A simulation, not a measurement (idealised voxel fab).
Process module name: voxel gate over fins
Each square cell in cross-section cut measures 5 nm, and the section as a whole is 205 nm wide.
A cross-section is written here as square cells arranged in a grid, and it is given in bands from the top down, each band taking up one or more rows of cells. Basically the band line says how high the top is and how high the bottom is, in nm, and then what's in it from left to right, every material with its width in nm. Empty space shows up as "air", and if a single material carries "throughout" it runs the full band edge to edge. Heights are reckoned from 0. Under this level, the received wafer is all of one material. The bottommost band is open-ended downward, for example "0 -> down". Per-row width for "30 to 40": begins at first number (top row of band), ends at second number (bottom row), increment between rows held constant. Where the words "no change occurred" appear for a step, the cross-section shows no cell changed by that step; every cell remained as before. You'll see "Closed void inventory" listing empty spaces that have no way open to the top, as long as they're 8 cells or more; the notation is width x height at distance, where the distance is from the left edge, and all of it is in nm. after a step's settings: what the simulator itself notes on the step. If you see "overlay nm" on a step's line and that step has a mask, it's telling you how far right of where it was planned the mask ended up; a negative number means it went left instead.

Steps planned for the process
step 1: op RECEIVE | material Si
step 2: op CONFORMAL_DEP | material SiN | thk nm 10
step 3: op DIRECTIONAL_DEP | material aC | thk nm 10
step 4: op PATTERN | tone cover | mask id FINS | material resist | width nm 15 | pitch nm 40 | thk nm 30 | overlay nm 0
step 5: op DIRECTIONAL_ETCH | etch materials aC | depth nm 10
step 6: op STRIP | etch materials resist
step 7: op DIRECTIONAL_ETCH | etch materials SiN | depth nm 10
step 8: op DIRECTIONAL_ETCH | etch materials Si | depth nm 35
step 9: op STRIP | etch materials aC
step 10: op OXIDIZE | depth nm 5
step 11: op FILL_DEP | material SiO2 | thk nm 10
step 12: op CMP | height nm 10
step 13: op SELECTIVE_ETCH | etch materials SiO2 | depth nm 25
step 14: op STRIP | etch materials SiN
step 15: op CONFORMAL_DEP | material HfO2 | thk nm 5
step 16: op CONFORMAL_DEP | material TiN | thk nm 5
step 17: op CONFORMAL_DEP | material TiAl | thk nm 5
step 18: op CONFORMAL_DEP | material TiN | thk nm 5
step 19: op FILL_DEP | material W | thk nm 10
step 20: op CMP | height nm 25
step 21: op CONFORMAL_DEP | material SiCN | thk nm 10

Incoming wafer, cross-sectional view, post step 1
  0 -> down | Si throughout
  Closed void inventory: none

The following cross-section depicts the wafer upon conclusion of the module. Processing commenced from the starting condition illustrated above and adhered to the plan illustrated above, save for one mistake in execution
  35 -> 25 | SiCN throughout
  25 -> 20 | W throughout
  20 -> 15 | 45 nm W | 125 nm TiN | 35 nm W
  15 -> 10 | 45 nm W | 5 nm TiN | 35 nm TiAl | 5 nm TiN | 35 nm TiAl | 5 nm TiN | 35 nm TiAl | 5 nm TiN | 35 nm W
  10 -> 5 | 45 nm W | 5 nm TiN | 5 nm TiAl | 25 nm TiN | 5 nm TiAl | 5 nm TiN | 5 nm TiAl | 25 nm TiN | 5 nm TiAl | 5 nm TiN | 5 nm TiAl | 25 nm TiN | 5 nm TiAl | 5 nm TiN | 35 nm W
  5 -> 0 | 50 nm TiN | 5 nm TiAl | 5 nm TiN | 15 nm HfO2 | 5 nm TiN | 5 nm TiAl | 5 nm TiN | 5 nm TiAl | 5 nm TiN | 15 nm HfO2 | 5 nm TiN | 5 nm TiAl | 5 nm TiN | 5 nm TiAl | 5 nm TiN | 15 nm HfO2 | 5 nm TiN | 5 nm TiAl | 40 nm TiN
  0 -> -5 | 55 nm TiAl | 5 nm TiN | 5 nm HfO2 | 5 nm Si | 5 nm HfO2 | 5 nm TiN | 15 nm TiAl | 5 nm TiN | 5 nm HfO2 | 5 nm Si | 5 nm HfO2 | 5 nm TiN | 15 nm TiAl | 5 nm TiN | 5 nm HfO2 | 5 nm Si | 5 nm HfO2 | 5 nm TiN | 45 nm TiAl
  -5 -> -10 | 60 nm TiN | 5 nm HfO2 | 5 nm Si | 5 nm HfO2 | 25 nm TiN | 5 nm HfO2 | 5 nm Si | 5 nm HfO2 | 25 nm TiN | 5 nm HfO2 | 5 nm Si | 5 nm HfO2 | 50 nm TiN
  -10 -> -15 | 65 nm HfO2 | 5 nm Si | 35 nm HfO2 | 5 nm Si | 35 nm HfO2 | 5 nm Si | 55 nm HfO2
  -15 -> -40 | 65 nm SiO2 | 5 nm Si | 35 nm SiO2 | 5 nm Si | 35 nm SiO2 | 5 nm Si | 55 nm SiO2
  -40 -> down | Si throughout
  Closed void inventory: none
Finding, execution versus plan: step 4 ran as: op PATTERN | tone cover | mask id FINS | material resist | width nm 15 | pitch nm 40 | thk nm 30 | overlay nm 5
